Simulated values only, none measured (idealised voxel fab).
Process module under the name voxel ribs on slabs
Cross-section cut: width 240 nm, square cells of 5 nm.
A cross-section is written here as square cells arranged in a grid, and it is given in bands from the top down, each band taking up one or more rows of cells.
Quick guide to a band line: top height, bottom height (nm) up front; then every material left to right with its width in nm. Only one material and it's marked "all across"? Then it fills the band edge to edge. And "blank" just means empty space.
It should be noted that heights are counted from 0, beneath which the wafer as supplied is of one material throughout, and that the lowest band possesses no lower boundary but continues downward, as written in "top 0, no bottom".
It should be noted that a width expressed as "30->40" varies in equal increments from row to row of cells within the band, taking the value of the first number at the top row and that of the second number at the bottom row.
The designation "no modification", where it is given for a processing step, indicates that no cell of the cross-section was altered in the course of that step.
The label "Closed cavity list" introduces a list of the empty spaces, 8 cells or larger, that have no open way up to the top; each entry in it reads width x height at distance, where the distance is taken from the left edge and all three are stated in nm.
Heads up: the bit after the settings on a step's line is the simulator's remark on that step.
overlay nm: on a step with a mask, how far right of its planned place the mask lay; negative means left.
The process steps that were planned are listed below
step 1: RECEIVE | material Si
step 2: DIRECTIONAL_DEP | material SiO2 | thk nm 25
step 3: DIRECTIONAL_DEP | material polySi | thk nm 20
step 4: PATTERN | tone cover | mask id RIB | material resist | width nm 30 | thk nm 20 | overlay nm 0
step 5: DIRECTIONAL_ETCH | etch materials polySi | depth nm 5
step 6: STRIP | etch materials resist
step 7: DIRECTIONAL_DEP | material aC | thk nm 15
step 8: PATTERN | tone cover | mask id SLAB | material resist | width nm 60 | thk nm 35 | overlay nm 0
step 9: DIRECTIONAL_ETCH | etch materials aC | depth nm 15
step 10: STRIP | etch materials resist
step 11: DIRECTIONAL_ETCH | etch materials polySi | depth nm 15
step 12: STRIP | etch materials aC
step 13: FILL_DEP | material SiO2 | thk nm 30
step 14: CMP | height nm 65
step 15: DIRECTIONAL_DEP | material TiN | thk nm 5
step 16: MASKED_ETCH | tone cover | mask id HEATER | width nm 40 | etch materials TiN | depth nm 5 | overlay nm 0
step 17: CONFORMAL_DEP | material SiN | thk nm 5
First of two wafers, processed according to plan
As received, after step 1
  top 0, no bottom | Si all across
  Closed cavity list: none
After step 2: wafer cross-section
  top 25, bottom 0 | SiO2 all across
  Anything lower than 0 is untouched.
After step 3: wafer cross-section
  top 45, bottom 25 | polySi all across
  Anything lower than 25 is untouched.
After step 4: wafer cross-section
  top 65, bottom 45 | blank (105), resist (30), blank (105)
  Anything lower than 45 is untouched.
After step 5: wafer cross-section
  top 65, bottom 45 | blank (105), resist (30), blank (105)
  top 45, bottom 40 | blank (105), polySi (30), blank (105)
  Anything lower than 40 is untouched.
After step 6: wafer cross-section
  top 45, bottom 40 | blank (105), polySi (30), blank (105)
  Anything lower than 40 is untouched.
After step 7: wafer cross-section
  top 60, bottom 55 | blank (105), aC (30), blank (105)
  top 55, bottom 45 | aC all across
  top 45, bottom 40 | aC (105), polySi (30), aC (105)
  Anything lower than 40 is untouched.
After step 8: wafer cross-section
  top 95, bottom 60 | blank (90), resist (60), blank (90)
  top 60, bottom 55 | blank (90), resist (15), aC (30), resist (15), blank (90)
  Anything lower than 55 is untouched.
After step 9: wafer cross-section
  top 80, bottom 60 | blank (90), resist (60), blank (90)
  top 60, bottom 55 | blank (90), resist (15), aC (30), resist (15), blank (90)
  top 55, bottom 45 | blank (90), aC (60), blank (90)
  top 45, bottom 40 | blank (90), aC (15), polySi (30), aC (15), blank (90)
  Anything lower than 40 is untouched.
After step 10: wafer cross-section
  top 60, bottom 55 | blank (105), aC (30), blank (105)
  Anything lower than 55 is untouched.
After step 11: wafer cross-section
  top 60, bottom 55 | blank (105), aC (30), blank (105)
  top 55, bottom 45 | blank (90), aC (60), blank (90)
  top 45, bottom 40 | blank (90), aC (15), polySi (30), aC (15), blank (90)
  top 40, bottom 25 | blank (90), polySi (60), blank (90)
  Anything lower than 25 is untouched.
After step 12: wafer cross-section
  top 45, bottom 40 | blank (105), polySi (30), blank (105)
  Anything lower than 40 is untouched.
After step 13: wafer cross-section
  top 75, bottom 45 | SiO2 all across
  top 45, bottom 40 | SiO2 (105), polySi (30), SiO2 (105)
  top 40, bottom 25 | SiO2 (90), polySi (60), SiO2 (90)
  Anything lower than 25 is untouched.
After step 14: wafer cross-section
  top 65, bottom 45 | SiO2 all across
  Anything lower than 45 is untouched.
After step 15: wafer cross-section
  top 70, bottom 65 | TiN all across
  Anything lower than 65 is untouched.
After step 16: wafer cross-section
  top 70, bottom 65 | blank (100), TiN (40), blank (100)
  Anything lower than 65 is untouched.
After step 17: wafer cross-section
  top 75, bottom 70 | blank (95), SiN (50), blank (95)
  top 70, bottom 65 | SiN (100), TiN (40), SiN (100)
  Anything lower than 65 is untouched.
Second wafer. Start and plan as for the first. One mistake made in running. Agrees with the first up to and including step 3
Cross-section of the second wafer at the time by which step 4 should have been completed according to the plan
  top 65, bottom 45 | resist (105), blank (30), resist (105)
  Anything lower than 45 is untouched.
Cross-section of the second wafer at the time by which step 5 should have been completed according to the plan
  top 65, bottom 45 | resist (105), blank (30), resist (105)
  top 45, bottom 40 | polySi (105), blank (30), polySi (105)
  Anything lower than 40 is untouched.
Cross-section of the second wafer at the time by which step 6 should have been completed according to the plan
  top 45, bottom 40 | polySi (105), blank (30), polySi (105)
  Anything lower than 40 is untouched.
Cross-section of the second wafer at the time by which step 7 should have been completed according to the plan
  top 60, bottom 55 | aC (105), blank (30), aC (105)
  top 55, bottom 45 | aC all across
  top 45, bottom 40 | polySi (105), aC (30), polySi (105)
  Anything lower than 40 is untouched.
Cross-section of the second wafer at the time by which step 8 should have been completed according to the plan
  top 95, bottom 60 | blank (90), resist (60), blank (90)
  top 60, bottom 55 | aC (105), resist (30), aC (105)
  Anything lower than 55 is untouched.
Cross-section of the second wafer at the time by which step 9 should have been completed according to the plan
  top 80, bottom 60 | blank (90), resist (60), blank (90)
  top 60, bottom 55 | blank (90), aC (15), resist (30), aC (15), blank (90)
  top 55, bottom 45 | blank (90), aC (60), blank (90)
  Anything lower than 45 is untouched.
Cross-section of the second wafer at the time by which step 10 should have been completed according to the plan
  top 60, bottom 55 | blank (90), aC (15), blank (30), aC (15), blank (90)
  Anything lower than 55 is untouched.
Cross-section of the second wafer at the time by which step 11 should have been completed according to the plan
  top 60, bottom 55 | blank (90), aC (15), blank (30), aC (15), blank (90)
  top 55, bottom 45 | blank (90), aC (60), blank (90)
  top 45, bottom 40 | blank (90), polySi (15), aC (30), polySi (15), blank (90)
  top 40, bottom 30 | blank (90), polySi (60), blank (90)
  Anything lower than 30 is untouched.
Cross-section of the second wafer at the time by which step 12 should have been completed according to the plan
  top 45, bottom 40 | blank (90), polySi (15), blank (30), polySi (15), blank (90)
  Anything lower than 40 is untouched.
Cross-section of the second wafer at the time by which step 13 should have been completed according to the plan
  top 75, bottom 45 | SiO2 all across
  top 45, bottom 40 | SiO2 (90), polySi (15), SiO2 (30), polySi (15), SiO2 (90)
  top 40, bottom 30 | SiO2 (90), polySi (60), SiO2 (90)
  Anything lower than 30 is untouched.
Cross-section of the second wafer at the time by which step 14 should have been completed according to the plan
  top 65, bottom 45 | SiO2 all across
  Anything lower than 45 is untouched.
Cross-section of the second wafer at the time by which step 15 should have been completed according to the plan
  top 70, bottom 65 | TiN all across
  Anything lower than 65 is untouched.
Cross-section of the second wafer at the time by which step 16 should have been completed according to the plan
  top 70, bottom 65 | blank (100), TiN (40), blank (100)
  Anything lower than 65 is untouched.
Cross-section of the second wafer at the time by which step 17 should have been completed according to the plan
  top 75, bottom 70 | blank (95), SiN (50), blank (95)
  top 70, bottom 65 | SiN (100), TiN (40), SiN (100)
  Anything lower than 65 is untouched.
what went wrong: step 4 ran as: PATTERN | tone open | mask id RIB | material resist | width nm 30 | thk nm 20 | overlay nm 0
Cell-count delta at end, second wafer over first, by material: -36 SiO2 | +36 polySi
